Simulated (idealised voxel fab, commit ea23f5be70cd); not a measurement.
Title: Process Module voxel trench capacitor
Cross-section cut spans 170 nm and uses square cells 5 nm in size.
Cross-section spec: square-cell grid; bands listed top down; each band is one or more rows. Quick guide to a band line: top height, bottom height (nm) up front; then every material left to right with its width in nm. Only one material and it's marked "edge to edge"? Then it fills the band edge to edge. And "air" just means empty space. Beneath 0, the wafer as received is one material, and that level is where height counting begins. The lowest band goes on downward without a bottom; it is written like "0 -> down". The expression "30..40" gives the width at the extremes of the band, the first number at its top row of cells and the second at its bottom row, with the width changing by equal amounts from each row to the next in between. For the purposes of this document, the phrase "no change" attached to a step denotes that no cell within the cross-section was modified by that step. Any empty space of 8 cells or more lacking an open way to the top shows up in "Sealed-off cavities" as width x height at distance, distance from the left edge, in nm. Heads up: the bit after the settings on a step's line is the simulator's remark on that step. Steps that use a mask can have "overlay nm" on their line. It says how far the mask sat to the right of where it was meant to be. Negative means to the left.

Process steps (planned):
1) RECEIVE | material Si
2) CONFORMAL_DEP | material SiN | thk nm 10
3) DIRECTIONAL_DEP | material aC | thk nm 15
4) PATTERN | tone open | mask id TRENCH | material resist | width nm 25 | pitch nm 45 | thk nm 35 | overlay nm 0
5) DIRECTIONAL_ETCH | etch materials aC | depth nm 15
6) STRIP | etch materials resist
7) DIRECTIONAL_ETCH | etch materials SiN | depth nm 10
8) DIRECTIONAL_ETCH | etch materials Si | depth nm 40
9) STRIP | etch materials aC
10) CONFORMAL_DEP | material Al2O3 | thk nm 5
11) CONFORMAL_DEP | material TiN | thk nm 5
12) FILL_DEP | material W | thk nm 5
13) CMP | height nm 10

Run as planned: first of two wafers:

Incoming wafer in cross-section (state: after step 1):
* 0 -> down: Si edge to edge
* Sealed-off cavities: none

Wafer section view after processing step 2:
* 10 -> 0: SiN edge to edge
* Unchanged below 0.

Wafer section view after processing step 3:
* 25 -> 10: aC edge to edge
* Unchanged below 10.

Wafer section view after processing step 4:
* 60 -> 25: resist 25 nm | air 25 nm | resist 20 nm | air 25 nm | resist 20 nm | air 25 nm | resist 30 nm
* Unchanged below 25.

Wafer section view after processing step 5:
* 45 -> 25: resist 25 nm | air 25 nm | resist 20 nm | air 25 nm | resist 20 nm | air 25 nm | resist 30 nm
* 25 -> 10: aC 25 nm | air 25 nm | aC 20 nm | air 25 nm | aC 20 nm | air 25 nm | aC 30 nm
* Unchanged below 10.

Wafer section view after processing step 6:
* 25 -> 10: aC 25 nm | air 25 nm | aC 20 nm | air 25 nm | aC 20 nm | air 25 nm | aC 30 nm
* Unchanged below 10.

Wafer section view after processing step 7:
* 25 -> 10: aC 25 nm | air 25 nm | aC 20 nm | air 25 nm | aC 20 nm | air 25 nm | aC 30 nm
* 10 -> 0: SiN 25 nm | air 25 nm | SiN 20 nm | air 25 nm | SiN 20 nm | air 25 nm | SiN 30 nm
* Unchanged below 0.

Wafer section view after processing step 8:
* 25 -> 10: aC 25 nm | air 25 nm | aC 20 nm | air 25 nm | aC 20 nm | air 25 nm | aC 30 nm
* 10 -> 0: SiN 25 nm | air 25 nm | SiN 20 nm | air 25 nm | SiN 20 nm | air 25 nm | SiN 30 nm
* 0 -> -40: Si 25 nm | air 25 nm | Si 20 nm | air 25 nm | Si 20 nm | air 25 nm | Si 30 nm
* Unchanged below -40.

Wafer section view after processing step 9:
* 10 -> 0: SiN 25 nm | air 25 nm | SiN 20 nm | air 25 nm | SiN 20 nm | air 25 nm | SiN 30 nm
* Unchanged below 0.

Wafer section view after processing step 10:
* 15 -> 10: Al2O3 30 nm | air 15 nm | Al2O3 30 nm | air 15 nm | Al2O3 30 nm | air 15 nm | Al2O3 35 nm
* 10 -> 0: SiN 25 nm | Al2O3 5 nm | air 15 nm | Al2O3 5 nm | SiN 20 nm | Al2O3 5 nm | air 15 nm | Al2O3 5 nm | SiN 20 nm | Al2O3 5 nm | air 15 nm | Al2O3 5 nm | SiN 30 nm
* 0 -> -35: Si 25 nm | Al2O3 5 nm | air 15 nm | Al2O3 5 nm | Si 20 nm | Al2O3 5 nm | air 15 nm | Al2O3 5 nm | Si 20 nm | Al2O3 5 nm | air 15 nm | Al2O3 5 nm | Si 30 nm
* -35 -> -40: Si 25 nm | Al2O3 25 nm | Si 20 nm | Al2O3 25 nm | Si 20 nm | Al2O3 25 nm | Si 30 nm
* Unchanged below -40.

Wafer section view after processing step 11:
* 20 -> 15: TiN 35 nm | air 5 nm | TiN 40 nm | air 5 nm | TiN 40 nm | air 5 nm | TiN 40 nm
* 15 -> 10: Al2O3 30 nm | TiN 5 nm | air 5 nm | TiN 5 nm | Al2O3 30 nm | TiN 5 nm | air 5 nm | TiN 5 nm | Al2O3 30 nm | TiN 5 nm | air 5 nm | TiN 5 nm | Al2O3 35 nm
* 10 -> 0: SiN 25 nm | Al2O3 5 nm | TiN 5 nm | air 5 nm | TiN 5 nm | Al2O3 5 nm | SiN 20 nm | Al2O3 5 nm | TiN 5 nm | air 5 nm | TiN 5 nm | Al2O3 5 nm | SiN 20 nm | Al2O3 5 nm | TiN 5 nm | air 5 nm | TiN 5 nm | Al2O3 5 nm | SiN 30 nm
* 0 -> -30: Si 25 nm | Al2O3 5 nm | TiN 5 nm | air 5 nm | TiN 5 nm | Al2O3 5 nm | Si 20 nm | Al2O3 5 nm | TiN 5 nm | air 5 nm | TiN 5 nm | Al2O3 5 nm | Si 20 nm | Al2O3 5 nm | TiN 5 nm | air 5 nm | TiN 5 nm | Al2O3 5 nm | Si 30 nm
* -30 -> -35: Si 25 nm | Al2O3 5 nm | TiN 15 nm | Al2O3 5 nm | Si 20 nm | Al2O3 5 nm | TiN 15 nm | Al2O3 5 nm | Si 20 nm | Al2O3 5 nm | TiN 15 nm | Al2O3 5 nm | Si 30 nm
* Unchanged below -35.

Wafer section view after processing step 12:
* 25 -> 20: W edge to edge
* 20 -> 15: TiN 35 nm | W 5 nm | TiN 40 nm | W 5 nm | TiN 40 nm | W 5 nm | TiN 40 nm
* 15 -> 10: Al2O3 30 nm | TiN 5 nm | W 5 nm | TiN 5 nm | Al2O3 30 nm | TiN 5 nm | W 5 nm | TiN 5 nm | Al2O3 30 nm | TiN 5 nm | W 5 nm | TiN 5 nm | Al2O3 35 nm
* 10 -> 0: SiN 25 nm | Al2O3 5 nm | TiN 5 nm | W 5 nm | TiN 5 nm | Al2O3 5 nm | SiN 20 nm | Al2O3 5 nm | TiN 5 nm | W 5 nm | TiN 5 nm | Al2O3 5 nm | SiN 20 nm | Al2O3 5 nm | TiN 5 nm | W 5 nm | TiN 5 nm | Al2O3 5 nm | SiN 30 nm
* 0 -> -30: Si 25 nm | Al2O3 5 nm | TiN 5 nm | W 5 nm | TiN 5 nm | Al2O3 5 nm | Si 20 nm | Al2O3 5 nm | TiN 5 nm | W 5 nm | TiN 5 nm | Al2O3 5 nm | Si 20 nm | Al2O3 5 nm | TiN 5 nm | W 5 nm | TiN 5 nm | Al2O3 5 nm | Si 30 nm
* Unchanged below -30.

Wafer section view after processing step 13:
* 10 -> 0: SiN 25 nm | Al2O3 5 nm | TiN 5 nm | W 5 nm | TiN 5 nm | Al2O3 5 nm | SiN 20 nm | Al2O3 5 nm | TiN 5 nm | W 5 nm | TiN 5 nm | Al2O3 5 nm | SiN 20 nm | Al2O3 5 nm | TiN 5 nm | W 5 nm | TiN 5 nm | Al2O3 5 nm | SiN 30 nm
* Unchanged below 0.

What follows concerns the second wafer, which started out like the first and was meant to follow the very same plan; one mistake crept in when it was run, but everything up to and including step 9 is the same as for the first wafer:

Cross-section: second wafer, time at which step 10 was scheduled to end: no change

Cross-section: second wafer, time at which step 11 was scheduled to end:
* 15 -> 10: TiN 30 nm | air 15 nm | TiN 30 nm | air 15 nm | TiN 30 nm | air 15 nm | TiN 35 nm
* 10 -> 0: SiN 25 nm | TiN 5 nm | air 15 nm | TiN 5 nm | SiN 20 nm | TiN 5 nm | air 15 nm | TiN 5 nm | SiN 20 nm | TiN 5 nm | air 15 nm | TiN 5 nm | SiN 30 nm
* 0 -> -35: Si 25 nm | TiN 5 nm | air 15 nm | TiN 5 nm | Si 20 nm | TiN 5 nm | air 15 nm | TiN 5 nm | Si 20 nm | TiN 5 nm | air 15 nm | TiN 5 nm | Si 30 nm
* -35 -> -40: Si 25 nm | TiN 25 nm | Si 20 nm | TiN 25 nm | Si 20 nm | TiN 25 nm | Si 30 nm
* Unchanged below -40.

Cross-section: second wafer, time at which step 12 was scheduled to end:
* 20 -> 15: W edge to edge
* 15 -> 10: TiN 30 nm | W 15 nm | TiN 30 nm | W 15 nm | TiN 30 nm | W 15 nm | TiN 35 nm
* 10 -> 0: SiN 25 nm | TiN 5 nm | W 15 nm | TiN 5 nm | SiN 20 nm | TiN 5 nm | W 15 nm | TiN 5 nm | SiN 20 nm | TiN 5 nm | W 15 nm | TiN 5 nm | SiN 30 nm
* 0 -> -35: Si 25 nm | TiN 5 nm | W 15 nm | TiN 5 nm | Si 20 nm | TiN 5 nm | W 15 nm | TiN 5 nm | Si 20 nm | TiN 5 nm | W 15 nm | TiN 5 nm | Si 30 nm
* Unchanged below -35.

Cross-section: second wafer, time at which step 13 was scheduled to end:
* 10 -> 0: SiN 25 nm | TiN 5 nm | W 15 nm | TiN 5 nm | SiN 20 nm | TiN 5 nm | W 15 nm | TiN 5 nm | SiN 20 nm | TiN 5 nm | W 15 nm | TiN 5 nm | SiN 30 nm
* Unchanged below 0.
Processing error: plan step 10 never ran because it was skipped
Final difference in cells, second wafer against first, listed per material as more or fewer: -69 Al2O3; +12 TiN; +57 W
